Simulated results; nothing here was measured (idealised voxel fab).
process module | voxel ribs on slabs
cross-section cut | 150 nm wide | cells 5 nm
A cross-section is a grid of square cells, given in bands from the top down. A band is one or more rows of cells.
Each band's line starts with the height of the band's top and of its bottom, in nm. Then come its materials from left to right, each with its width in nm. One material with "throughout" fills the band from edge to edge. "air" is empty space.
Height 0 is the level under which the wafer as received is all one material. The lowest band goes on downwards, as in "0 down".
A width such as "30 to 40" changes by the same amount from each row of cells to the next, from the band's top row to its bottom row.
"no change" after a step means that no cell of the cross-section changed.
closed voids: empty space of 8 cells or more with no open way to the top, each as width x height at its distance from the left edge, in nm
after a step's settings: what the simulator itself notes on the step
overlay nm, on a step with a mask: how far to the right of its planned place the mask lay; to the left if negative
plan
1 op RECEIVE | material Si
2 op DIRECTIONAL_DEP | material SiO2 | thk nm 20
3 op DIRECTIONAL_DEP | material polySi | thk nm 20
4 op MASKED_ETCH | tone cover | mask id RIB | width nm 15 | etch materials polySi | depth nm 5 | overlay nm 0
5 op DIRECTIONAL_DEP | material aC | thk nm 15
6 op PATTERN | tone cover | mask id SLAB | material resist | width nm 45 | thk nm 30 | overlay nm 0
7 op DIRECTIONAL_ETCH | etch materials aC | depth nm 15
8 op STRIP | etch materials resist
9 op DIRECTIONAL_ETCH | etch materials polySi | depth nm 15
10 op STRIP | etch materials aC
11 op FILL_DEP | material SiO2 | thk nm 20
12 op CMP | height nm 50
13 op DIRECTIONAL_DEP | material TiN | thk nm 10
14 op PATTERN | tone cover | mask id HEATER | material resist | width nm 25 | thk nm 15 | overlay nm 0
15 op DIRECTIONAL_ETCH | etch materials TiN | depth nm 10
16 op STRIP | etch materials resist
17 op CONFORMAL_DEP | material SiN | thk nm 10
first wafer, as planned
as received, after step 1
  0 down: Si throughout
  closed voids: none
after step 2
  20 to 0: SiO2 throughout
  below 0: unchanged
after step 3
  40 to 20: polySi throughout
  below 20: unchanged
after step 4
  40 to 35: air 65 | polySi 15 | air 70
  below 35: unchanged
after step 5
  55 to 50: air 65 | aC 15 | air 70
  50 to 40: aC throughout
  40 to 35: aC 65 | polySi 15 | aC 70
  below 35: unchanged
after step 6
  85 to 55: air 50 | resist 45 | air 55
  55 to 50: air 50 | resist 15 | aC 15 | resist 15 | air 55
  below 50: unchanged
after step 7
  70 to 55: air 50 | resist 45 | air 55
  55 to 50: air 50 | resist 15 | aC 15 | resist 15 | air 55
  50 to 40: air 50 | aC 45 | air 55
  40 to 35: air 50 | aC 15 | polySi 15 | aC 15 | air 55
  below 35: unchanged
after step 8
  55 to 50: air 65 | aC 15 | air 70
  below 50: unchanged
after step 9
  55 to 50: air 65 | aC 15 | air 70
  50 to 40: air 50 | aC 45 | air 55
  40 to 35: air 50 | aC 15 | polySi 15 | aC 15 | air 55
  35 to 20: air 50 | polySi 45 | air 55
  below 20: unchanged
after step 10
  40 to 35: air 65 | polySi 15 | air 70
  below 35: unchanged
after step 11
  60 to 40: SiO2 throughout
  40 to 35: SiO2 65 | polySi 15 | SiO2 70
  35 to 20: SiO2 50 | polySi 45 | SiO2 55
  below 20: unchanged
after step 12
  50 to 40: SiO2 throughout
  below 40: unchanged
after step 13
  60 to 50: TiN throughout
  below 50: unchanged
after step 14
  75 to 60: air 60 | resist 25 | air 65
  below 60: unchanged
after step 15
  75 to 60: air 60 | resist 25 | air 65
  60 to 50: air 60 | TiN 25 | air 65
  below 50: unchanged
after step 16
  60 to 50: air 60 | TiN 25 | air 65
  below 50: unchanged
after step 17
  70 to 60: air 50 | SiN 45 | air 55
  60 to 50: SiN 60 | TiN 25 | SiN 65
  below 50: unchanged
second wafer: like start, like plan, one mistake. Through step 11 it matches the first wafer
when step 12 should have ended
  55 to 40: SiO2 throughout
  below 40: unchanged
when step 13 should have ended
  65 to 55: TiN throughout
  below 55: unchanged
when step 14 should have ended
  80 to 65: air 60 | resist 25 | air 65
  below 65: unchanged
when step 15 should have ended
  80 to 65: air 60 | resist 25 | air 65
  65 to 55: air 60 | TiN 25 | air 65
  below 55: unchanged
when step 16 should have ended
  65 to 55: air 60 | TiN 25 | air 65
  below 55: unchanged
when step 17 should have ended
  75 to 65: air 50 | SiN 45 | air 55
  65 to 55: SiN 60 | TiN 25 | SiN 65
  below 55: unchanged
what went wrong: step 12 ran as: op CMP | height nm 55
at the end the second wafer has, in cells: 30 more of SiO2
